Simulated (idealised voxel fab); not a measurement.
The process module presented herein is designated voxel quadruple lines.
Section cut is 170 nm wide and gridded with 5 nm square cells.
A cross-section in this document is a grid of square cells, and it is written down as bands, the top band listed before the ones below it; a band is made up of one or more rows of cells. The entry gives the band's vertical extent as a top height and a bottom height in nm, then its horizontal make-up as materials from left to right, each with a width in nm. "blank" stands for empty space; a single material marked "full width" fills the band edge to edge. We count height from 0. Below that, the starting wafer is all one material. The lowest band never ends at the bottom but goes on down; see "from 0 down" for how that is written. Top row gets the first number, bottom row gets the second, and each row in between changes by the same step: that is how a band width like "30..40" works. The cross-section has no changed cell in any step marked "stayed the same". In the "Closed cavities" entry, you get each enclosed empty space of 8 cells or more, one with no open way to the top, written width x height at distance, distance from the left edge, in nm. Post-settings text on a step line: simulator's own remark regarding the step. What "overlay nm" on a step's line means: if the step has a mask, that mask lay this far to the right of its planned place, or, when the value is negative, to the left.
BELOW IS THE LIST OF PLANNED PROCESS STEPS
- 1: RECEIVE with material Si
- 2: CONFORMAL_DEP with material Al2O3, thk nm 5
- 3: DIRECTIONAL_DEP with material W, thk nm 10
- 4: DIRECTIONAL_DEP with material polySi, thk nm 15
- 5: DIRECTIONAL_DEP with material aC, thk nm 20
- 6: PATTERN with tone cover, mask id MANDREL, material resist, width nm 20, pitch nm 60, thk nm 30, overlay nm 0
- 7: DIRECTIONAL_ETCH with etch materials aC, depth nm 20
- 8: STRIP with etch materials resist
- 9: CONFORMAL_DEP with material SiO2, thk nm 10
- 10: DIRECTIONAL_ETCH with etch materials SiO2, depth nm 10
- 11: STRIP with etch materials aC
- 12: DIRECTIONAL_ETCH with etch materials polySi, depth nm 15
- 13: STRIP with etch materials SiO2
- 14: CONFORMAL_DEP with material SiCN, thk nm 5
- 15: DIRECTIONAL_ETCH with etch materials SiCN, depth nm 5
- 16: STRIP with etch materials polySi
- 17: DIRECTIONAL_ETCH with etch materials W, depth nm 10
- 18: STRIP with etch materials SiCN
- 19: FILL_DEP with material SiO2, thk nm 10
- 20: CMP with height nm 15
AS-RECEIVED WAFER CROSS-SECTION (AFTER STEP 1)
  from 0 down  Si full width
  Closed cavities: none
SECTIONED VIEW, FIRST OF TWO WAFERS, AT THE CLOSE OF THE MODULE, PROCESSED AS INTENDED IN THE PLAN
  from 15 to 5  SiO2 30, then W 5, then SiO2 10, then W 5, then SiO2 10, then W 5, then SiO2 10, then W 5, then SiO2 10, then W 5, then SiO2 10, then W 5, then SiO2 10, then W 5, then SiO2 10, then W 5, then SiO2 30
  from 5 to 0  Al2O3 full width
  from 0 down  Si full width
  Closed cavities: none
CROSS-SECTIONAL VIEW OF THE SECOND OF TWO WAFERS UPON COMPLETION OF THE MODULE. THIS WAFER SHARED ITS STARTING CONDITION AND PROCESS PLAN WITH THE FIRST; ONE ERROR WAS MADE DURING ITS EXECUTION
  from 15 to 5  polySi full width
  from 5 to 0  Al2O3 full width
  from 0 down  Si full width
  Closed cavities: none
what went wrong: sequence error: steps 3 and 4 interchanged
Final tally in cells, some materials are higher or lower on the second wafer than on the first: SiO2 -52 | W -16 | polySi +68
